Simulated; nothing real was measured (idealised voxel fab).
The name of this process module is voxel lift off.
Shown is cross-section cut, with a width of 205 nm and square cells of size 5 nm.
Heads up, the way a cross-section reads in here is a grid of square cells, handed over as bands from the top down, with every band being one or more rows of cells.
The band entry comprises the height of the band's top followed by the height of its bottom, expressed in nm, and subsequently the band's materials from left to right, each stated together with its width in nm. Where a single material is marked with the word "edge to edge", that material fills the band from edge to edge. The word "air" represents empty space.
Measure heights from 0. That's the level where, below it, the as-received wafer is all one material. The lowest band is bottomless and extends downward; write it as in "from 0 down".
Width "30..40": first value at the band's top row of cells, second value at its bottom row, equal change from row to row.
"no alterations made" means the step left every cell of the cross-section as it was.
Enclosed voids (no open way to top), threshold 8 cells or more, entry "Sealed voids", notation width x height at distance, distance from left edge, nm.
If you see something after the settings on a step's line, that's the simulator's own remark about that step.
The line of a step may include "overlay nm". On a step with a mask, this value is how far to the right of its planned place the mask lay. A negative value means the mask lay to the left.
Process steps (planned):
1: RECEIVE [material Si]
2: CONFORMAL_DEP [material Al2O3] [thk nm 15]
3: PATTERN [tone open] [mask id LINES] [material resist] [width nm 25] [pitch nm 50] [thk nm 20] [overlay nm 0]
4: DIRECTIONAL_DEP [material Ru] [thk nm 5]
5: STRIP [etch materials resist]
6: CONFORMAL_DEP [material SiN] [thk nm 10]
as received, after step 1:
  from 0 down: Si edge to edge
  Sealed voids: none
Module complete, cross-section. Starting point and plan per above. One mistake made in running the module:
  from 30 to 25: air=50; SiN=45; air=5; SiN=45; air=60
  from 25 to 20: SiN edge to edge
  from 20 to 15: SiN=60; Ru=25; SiN=25; Ru=25; SiN=70
  from 15 to 0: Al2O3 edge to edge
  from 0 down: Si edge to edge
  Sealed voids: none
Nonconformance to the process plan: so step 3 ended up running with a different setting than we planned, it ran as PATTERN [tone open] [mask id LINES] [material resist] [width nm 25] [pitch nm 50] [thk nm 20] [overlay nm -5]
